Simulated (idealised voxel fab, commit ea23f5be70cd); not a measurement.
Module name: voxel lift off (process module)
295 nm wide, 5 nm square cells: that's cross-section cut.
Cross-sections here: square-cell grids, written as top-down lists of bands, a band being one or more rows of cells.
Within each band entry, the heights of the top and of the bottom of the band appear first, in that order and in nm; the materials of the band then follow from left to right, each with its corresponding width in nm. The designation "all across" on a single material indicates that it fills the band from edge to edge; the designation "air" indicates empty space.
Measure heights from 0. That's the level where, below it, the as-received wafer is all one material. The lowest band is bottomless and extends downward; write it as in "0 -> down".
Width "30 to 40": first value at the band's top row of cells, second value at its bottom row, equal change from row to row.
"remained unchanged" after a step means that no cell of the cross-section changed.
Empty spaces counting at least 8 cells and having no open way to the top are listed in "Trapped void list". The notation width x height at distance is used for each, the distance being from the left edge and all three values in nm.
That trailing text on a step's line, after the settings, is the simulator's own remark on the step.
The "overlay nm" setting may appear on a step's line; for a step that uses a mask, it gives how far to the right of its planned position the mask lay, and a negative value indicates the left.
# Steps in the process plan
1: RECEIVE [material Si]
2: CONFORMAL_DEP [material Al2O3] [thk nm 15]
3: PATTERN [tone open] [mask id LINES] [material resist] [width nm 30] [pitch nm 55] [thk nm 15] [overlay nm 0]
4: DIRECTIONAL_DEP [material Ru] [thk nm 5]
5: STRIP [etch materials resist]
6: CONFORMAL_DEP [material SiO2] [thk nm 10]
# The first of the two wafers, which ran as planned
# Cross-section, incoming material, after step 1
  0 -> down = Si all across
  Trapped void list: none
# Cross-section: wafer state after step 2
  15 -> 0 = Al2O3 all across
  At heights below 0, the structure remains unaltered.
# Cross-section: wafer state after step 3
  30 -> 15 = resist (75)  air (30)  resist (25)  air (30)  resist (25)  air (30)  resist (80)
  At heights below 15, the structure remains unaltered.
# Cross-section: wafer state after step 4
  35 -> 30 = Ru (75)  air (30)  Ru (25)  air (30)  Ru (25)  air (30)  Ru (80)
  30 -> 20 = resist (75)  air (30)  resist (25)  air (30)  resist (25)  air (30)  resist (80)
  20 -> 15 = resist (75)  Ru (30)  resist (25)  Ru (30)  resist (25)  Ru (30)  resist (80)
  At heights below 15, the structure remains unaltered.
# Cross-section: wafer state after step 5
  20 -> 15 = air (75)  Ru (30)  air (25)  Ru (30)  air (25)  Ru (30)  air (80)
  At heights below 15, the structure remains unaltered.
# Cross-section: wafer state after step 6
  30 -> 25 = air (65)  SiO2 (50)  air (5)  SiO2 (50)  air (5)  SiO2 (50)  air (70)
  25 -> 20 = SiO2 all across
  20 -> 15 = SiO2 (75)  Ru (30)  SiO2 (25)  Ru (30)  SiO2 (25)  Ru (30)  SiO2 (80)
  At heights below 15, the structure remains unaltered.
# Wafer two of the pair: same origin, same plan, one error during the run; identical to wafer one up to and including step 2
# Planned end of step 3: second wafer, cross-section
  30 -> 15 = air (75)  resist (30)  air (25)  resist (30)  air (25)  resist (30)  air (80)
  At heights below 15, the structure remains unaltered.
# Planned end of step 4: second wafer, cross-section
  35 -> 30 = air (75)  Ru (30)  air (25)  Ru (30)  air (25)  Ru (30)  air (80)
  30 -> 20 = air (75)  resist (30)  air (25)  resist (30)  air (25)  resist (30)  air (80)
  20 -> 15 = Ru (75)  resist (30)  Ru (25)  resist (30)  Ru (25)  resist (30)  Ru (80)
  At heights below 15, the structure remains unaltered.
# Planned end of step 5: second wafer, cross-section
  20 -> 15 = Ru (75)  air (30)  Ru (25)  air (30)  Ru (25)  air (30)  Ru (80)
  At heights below 15, the structure remains unaltered.
# Planned end of step 6: second wafer, cross-section
  30 -> 25 = SiO2 (85)  air (10)  SiO2 (45)  air (10)  SiO2 (45)  air (10)  SiO2 (90)
  25 -> 20 = SiO2 all across
  20 -> 15 = Ru (75)  SiO2 (30)  Ru (25)  SiO2 (30)  Ru (25)  SiO2 (30)  Ru (80)
  At heights below 15, the structure remains unaltered.
Processing error: planned and actual differ for step 3; actual: PATTERN [tone cover] [mask id LINES] [material resist] [width nm 30] [pitch nm 55] [thk nm 15] [overlay nm 0]
Counted in cells at the end, the second wafer holds more or fewer of these materials than the first: +23 Ru
